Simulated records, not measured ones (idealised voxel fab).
Proc. module: voxel capacitor over wiring
For reference, the cross-section in this document is cut, with width 200 nm and square cells of 5 nm.
We lay out every cross-section as a grid of square cells and spell it out in bands from the top down, where one band means one or more rows of cells. Look at the band entry: it leads with the top's height and the bottom's height in nm. Then it lists the materials left to right, with a width in nm for each. The word "all across" on a single material says that material fills the band edge to edge. The word "empty" is empty space. Heads up on the height convention: 0 is the point under which the incoming wafer is all one material, and the lowest band has no bottom, it just keeps going down, like "0 down". It should be noted that a width expressed as "30->40" varies in equal increments from row to row of cells within the band, taking the value of the first number at the top row and that of the second number at the bottom row. Take "nothing different" at face value: in the step it is given for, the cross-section changed in none of its cells. "Trapped cavities" - sealed voids, min. 8 cells, no opening to top; format: width x height at distance (distance from left edge; nm throughout). after a step's settings: what the simulator itself notes on the step. overlay nm: mask offset rightward from planned place, masked step; negative means leftward offset.

THE PLANNED PROCESS STEPS ARE ENUMERATED HEREUNDER
1) RECEIVE, material Si
2) CONFORMAL_DEP, material SiO2, thk nm 15
3) DIRECTIONAL_DEP, material TiN, thk nm 5
4) DIRECTIONAL_DEP, material Ru, thk nm 20
5) MASKED_ETCH, tone cover, mask id METAL_1, width nm 20, pitch nm 90, etch materials Ru, depth nm 20, overlay nm 0
6) MASKED_ETCH, tone cover, mask id METAL_1, width nm 20, pitch nm 90, etch materials TiN, depth nm 5, overlay nm 0
7) FILL_DEP, material SiO2, thk nm 10
8) CMP, height nm 40
9) CONFORMAL_DEP, material SiCN, thk nm 5
10) DIRECTIONAL_DEP, material lowk, thk nm 15
11) MASKED_ETCH, tone open, mask id PLUG_1, width nm 15, etch materials lowk, depth nm 15, overlay nm 0
12) MASKED_ETCH, tone open, mask id PLUG_1, width nm 15, etch materials SiCN, depth nm 5, overlay nm 0
13) EPI, material Ru, thk nm 10
14) EPI, material Ru, thk nm 10
15) DIRECTIONAL_DEP, material TiN, thk nm 10
16) DIRECTIONAL_DEP, material SiN, thk nm 5
17) DIRECTIONAL_DEP, material TiN, thk nm 10
18) DIRECTIONAL_DEP, material aC, thk nm 15
19) PATTERN, tone cover, mask id UPPER_PLATE, material resist, width nm 75, thk nm 30, overlay nm 0
20) DIRECTIONAL_ETCH, etch materials aC, depth nm 15
21) STRIP, etch materials resist
22) DIRECTIONAL_ETCH, etch materials TiN, depth nm 10
23) DIRECTIONAL_ETCH, etch materials SiN, depth nm 5
24) STRIP, etch materials aC
25) MASKED_ETCH, tone cover, mask id LOWER_PLATE, width nm 85, etch materials TiN, depth nm 10, overlay nm 0
26) FILL_DEP, material SiO2, thk nm 20
27) CMP, height nm 100
28) PATTERN, tone open, mask id PLUG_2, material resist, width nm 15, thk nm 15, overlay nm 0
29) DIRECTIONAL_ETCH, etch materials SiO2, depth nm 15
30) STRIP, etch materials resist
31) CONFORMAL_DEP, material TiN, thk nm 5
32) FILL_DEP, material W, thk nm 10
33) CMP, height nm 100
34) CONFORMAL_DEP, material SiCN, thk nm 5

FIRST WAFER, TWO IN TOTAL, RUN AS PLANNED

CROSS-SECTIONAL VIEW OF THE WAFER IN ITS AS-RECEIVED CONDITION, CORRESPONDING TO THE STATE AFTER STEP 1
> 0 down | Si all across
> Trapped cavities: none

THE FOLLOWING CROSS-SECTION DEPICTS THE WAFER UPON COMPLETION OF STEP 2
> 15 to 0 | SiO2 all across
> Rest of section, below 0: as before.

THE FOLLOWING CROSS-SECTION DEPICTS THE WAFER UPON COMPLETION OF STEP 3
> 20 to 15 | TiN all across
> Rest of section, below 15: as before.

THE FOLLOWING CROSS-SECTION DEPICTS THE WAFER UPON COMPLETION OF STEP 4
> 40 to 20 | Ru all across
> Rest of section, below 20: as before.

THE FOLLOWING CROSS-SECTION DEPICTS THE WAFER UPON COMPLETION OF STEP 5
> 40 to 20 | empty=45, Ru=20, empty=70, Ru=20, empty=45
> Rest of section, below 20: as before.

THE FOLLOWING CROSS-SECTION DEPICTS THE WAFER UPON COMPLETION OF STEP 6
> 40 to 20 | empty=45, Ru=20, empty=70, Ru=20, empty=45
> 20 to 15 | empty=45, TiN=20, empty=70, TiN=20, empty=45
> Rest of section, below 15: as before.

THE FOLLOWING CROSS-SECTION DEPICTS THE WAFER UPON COMPLETION OF STEP 7
> 50 to 40 | SiO2 all across
> 40 to 20 | SiO2=45, Ru=20, SiO2=70, Ru=20, SiO2=45
> 20 to 15 | SiO2=45, TiN=20, SiO2=70, TiN=20, SiO2=45
> Rest of section, below 15: as before.

THE FOLLOWING CROSS-SECTION DEPICTS THE WAFER UPON COMPLETION OF STEP 8
> 40 to 20 | SiO2=45, Ru=20, SiO2=70, Ru=20, SiO2=45
> Rest of section, below 20: as before.

THE FOLLOWING CROSS-SECTION DEPICTS THE WAFER UPON COMPLETION OF STEP 9
> 45 to 40 | SiCN all across
> Rest of section, below 40: as before.

THE FOLLOWING CROSS-SECTION DEPICTS THE WAFER UPON COMPLETION OF STEP 10
> 60 to 45 | lowk all across
> Rest of section, below 45: as before.

THE FOLLOWING CROSS-SECTION DEPICTS THE WAFER UPON COMPLETION OF STEP 11
> 60 to 45 | lowk=50, empty=15, lowk=135
> Rest of section, below 45: as before.

THE FOLLOWING CROSS-SECTION DEPICTS THE WAFER UPON COMPLETION OF STEP 12
> 60 to 45 | lowk=50, empty=15, lowk=135
> 45 to 40 | SiCN=50, empty=15, SiCN=135
> Rest of section, below 40: as before.

THE FOLLOWING CROSS-SECTION DEPICTS THE WAFER UPON COMPLETION OF STEP 13
> 60 to 50 | lowk=50, empty=15, lowk=135
> 50 to 45 | lowk=50, Ru=15, lowk=135
> 45 to 40 | SiCN=50, Ru=15, SiCN=135
> Rest of section, below 40: as before.

THE FOLLOWING CROSS-SECTION DEPICTS THE WAFER UPON COMPLETION OF STEP 14
> 60 to 45 | lowk=50, Ru=15, lowk=135
> Rest of section, below 45: as before.

THE FOLLOWING CROSS-SECTION DEPICTS THE WAFER UPON COMPLETION OF STEP 15
> 70 to 60 | TiN all across
> Rest of section, below 60: as before.

THE FOLLOWING CROSS-SECTION DEPICTS THE WAFER UPON COMPLETION OF STEP 16
> 75 to 70 | SiN all across
> Rest of section, below 70: as before.

THE FOLLOWING CROSS-SECTION DEPICTS THE WAFER UPON COMPLETION OF STEP 17
> 85 to 75 | TiN all across
> Rest of section, below 75: as before.

THE FOLLOWING CROSS-SECTION DEPICTS THE WAFER UPON COMPLETION OF STEP 18
> 100 to 85 | aC all across
> Rest of section, below 85: as before.

THE FOLLOWING CROSS-SECTION DEPICTS THE WAFER UPON COMPLETION OF STEP 19
> 130 to 100 | empty=50, resist=75, empty=75
> Rest of section, below 100: as before.

THE FOLLOWING CROSS-SECTION DEPICTS THE WAFER UPON COMPLETION OF STEP 20
> 115 to 100 | empty=50, resist=75, empty=75
> 100 to 85 | empty=50, aC=75, empty=75
> Rest of section, below 85: as before.

THE FOLLOWING CROSS-SECTION DEPICTS THE WAFER UPON COMPLETION OF STEP 21
> 100 to 85 | empty=50, aC=75, empty=75
> Rest of section, below 85: as before.

THE FOLLOWING CROSS-SECTION DEPICTS THE WAFER UPON COMPLETION OF STEP 22
> 100 to 85 | empty=50, aC=75, empty=75
> 85 to 75 | empty=50, TiN=75, empty=75
> Rest of section, below 75: as before.

THE FOLLOWING CROSS-SECTION DEPICTS THE WAFER UPON COMPLETION OF STEP 23
> 100 to 85 | empty=50, aC=75, empty=75
> 85 to 75 | empty=50, TiN=75, empty=75
> 75 to 70 | empty=50, SiN=75, empty=75
> Rest of section, below 70: as before.

THE FOLLOWING CROSS-SECTION DEPICTS THE WAFER UPON COMPLETION OF STEP 24
> 85 to 75 | empty=50, TiN=75, empty=75
> Rest of section, below 75: as before.

THE FOLLOWING CROSS-SECTION DEPICTS THE WAFER UPON COMPLETION OF STEP 25
> 85 to 75 | empty=50, TiN=75, empty=75
> 75 to 70 | empty=50, SiN=75, empty=75
> 70 to 60 | empty=45, TiN=85, empty=70
> Rest of section, below 60: as before.

THE FOLLOWING CROSS-SECTION DEPICTS THE WAFER UPON COMPLETION OF STEP 26
> 105 to 85 | SiO2 all across
> 85 to 75 | SiO2=50, TiN=75, SiO2=75
> 75 to 70 | SiO2=50, SiN=75, SiO2=75
> 70 to 60 | SiO2=45, TiN=85, SiO2=70
> Rest of section, below 60: as before.

THE FOLLOWING CROSS-SECTION DEPICTS THE WAFER UPON COMPLETION OF STEP 27
> 100 to 85 | SiO2 all across
> Rest of section, below 85: as before.

THE FOLLOWING CROSS-SECTION DEPICTS THE WAFER UPON COMPLETION OF STEP 28
> 115 to 100 | resist=60, empty=15, resist=125
> Rest of section, below 100: as before.

THE FOLLOWING CROSS-SECTION DEPICTS THE WAFER UPON COMPLETION OF STEP 29
> 115 to 100 | resist=60, empty=15, resist=125
> 100 to 85 | SiO2=60, empty=15, SiO2=125
> Rest of section, below 85: as before.

THE FOLLOWING CROSS-SECTION DEPICTS THE WAFER UPON COMPLETION OF STEP 30
> 100 to 85 | SiO2=60, empty=15, SiO2=125
> Rest of section, below 85: as before.

THE FOLLOWING CROSS-SECTION DEPICTS THE WAFER UPON COMPLETION OF STEP 31
> 105 to 100 | TiN=65, empty=5, TiN=130
> 100 to 90 | SiO2=60, TiN=5, empty=5, TiN=5, SiO2=125
> 90 to 85 | SiO2=60, TiN=15, SiO2=125
> Rest of section, below 85: as before.

THE FOLLOWING CROSS-SECTION DEPICTS THE WAFER UPON COMPLETION OF STEP 32
> 115 to 105 | W all across
> 105 to 100 | TiN=65, W=5, TiN=130
> 100 to 90 | SiO2=60, TiN=5, W=5, TiN=5, SiO2=125
> Rest of section, below 90: as before.

THE FOLLOWING CROSS-SECTION DEPICTS THE WAFER UPON COMPLETION OF STEP 33
> 100 to 90 | SiO2=60, TiN=5, W=5, TiN=5, SiO2=125
> Rest of section, below 90: as before.

THE FOLLOWING CROSS-SECTION DEPICTS THE WAFER UPON COMPLETION OF STEP 34
> 105 to 100 | SiCN all across
> Rest of section, below 100: as before.

WAFER TWO OF THE PAIR: SAME ORIGIN, SAME PLAN, ONE ERROR DURING THE RUN; IDENTICAL TO WAFER ONE UP TO AND INCLUDING STEP 14

PLANNED END OF STEP 15: SECOND WAFER, CROSS-SECTION
> 70 to 60 | Ru all across
> Rest of section, below 60: as before.

PLANNED END OF STEP 16: SECOND WAFER, CROSS-SECTION
> 75 to 70 | SiN all across
> Rest of section, below 70: as before.

PLANNED END OF STEP 17: SECOND WAFER, CROSS-SECTION
> 85 to 75 | TiN all across
> Rest of section, below 75: as before.

PLANNED END OF STEP 18: SECOND WAFER, CROSS-SECTION
> 100 to 85 | aC all across
> Rest of section, below 85: as before.

PLANNED END OF STEP 19: SECOND WAFER, CROSS-SECTION
> 130 to 100 | empty=50, resist=75, empty=75
> Rest of section, below 100: as before.

PLANNED END OF STEP 20: SECOND WAFER, CROSS-SECTION
> 115 to 100 | empty=50, resist=75, empty=75
> 100 to 85 | empty=50, aC=75, empty=75
> Rest of section, below 85: as before.

PLANNED END OF STEP 21: SECOND WAFER, CROSS-SECTION
> 100 to 85 | empty=50, aC=75, empty=75
> Rest of section, below 85: as before.

PLANNED END OF STEP 22: SECOND WAFER, CROSS-SECTION
> 100 to 85 | empty=50, aC=75, empty=75
> 85 to 75 | empty=50, TiN=75, empty=75
> Rest of section, below 75: as before.

PLANNED END OF STEP 23: SECOND WAFER, CROSS-SECTION
> 100 to 85 | empty=50, aC=75, empty=75
> 85 to 75 | empty=50, TiN=75, empty=75
> 75 to 70 | empty=50, SiN=75, empty=75
> Rest of section, below 70: as before.

PLANNED END OF STEP 24: SECOND WAFER, CROSS-SECTION
> 85 to 75 | empty=50, TiN=75, empty=75
> Rest of section, below 75: as before.

Planned end of step 25: second wafer, cross-section: nothing different

PLANNED END OF STEP 26: SECOND WAFER, CROSS-SECTION
> 105 to 85 | SiO2 all across
> 85 to 75 | SiO2=50, TiN=75, SiO2=75
> 75 to 70 | SiO2=50, SiN=75, SiO2=75
> Rest of section, below 70: as before.

PLANNED END OF STEP 27: SECOND WAFER, CROSS-SECTION
> 100 to 85 | SiO2 all across
> Rest of section, below 85: as before.

PLANNED END OF STEP 28: SECOND WAFER, CROSS-SECTION
> 115 to 100 | resist=60, empty=15, resist=125
> Rest of section, below 100: as before.

PLANNED END OF STEP 29: SECOND WAFER, CROSS-SECTION
> 115 to 100 | resist=60, empty=15, resist=125
> 100 to 85 | SiO2=60, empty=15, SiO2=125
> Rest of section, below 85: as before.

PLANNED END OF STEP 30: SECOND WAFER, CROSS-SECTION
> 100 to 85 | SiO2=60, empty=15, SiO2=125
> Rest of section, below 85: as before.

PLANNED END OF STEP 31: SECOND WAFER, CROSS-SECTION
> 105 to 100 | TiN=65, empty=5, TiN=130
> 100 to 90 | SiO2=60, TiN=5, empty=5, TiN=5, SiO2=125
> 90 to 85 | SiO2=60, TiN=15, SiO2=125
> Rest of section, below 85: as before.

PLANNED END OF STEP 32: SECOND WAFER, CROSS-SECTION
> 115 to 105 | W all across
> 105 to 100 | TiN=65, W=5, TiN=130
> 100 to 90 | SiO2=60, TiN=5, W=5, TiN=5, SiO2=125
> Rest of section, below 90: as before.

PLANNED END OF STEP 33: SECOND WAFER, CROSS-SECTION
> 100 to 90 | SiO2=60, TiN=5, W=5, TiN=5, SiO2=125
> Rest of section, below 90: as before.

PLANNED END OF STEP 34: SECOND WAFER, CROSS-SECTION
> 105 to 100 | SiCN all across
> Rest of section, below 100: as before.
What went wrong in running the wafer? not per plan at step 15, really ran DIRECTIONAL_DEP, material Ru, thk nm 10
Per the end-of-run cell counts, the second wafer holds more or fewer of some materials than the first: Ru: 80 more; SiO2: 46 fewer; TiN: 34 fewer
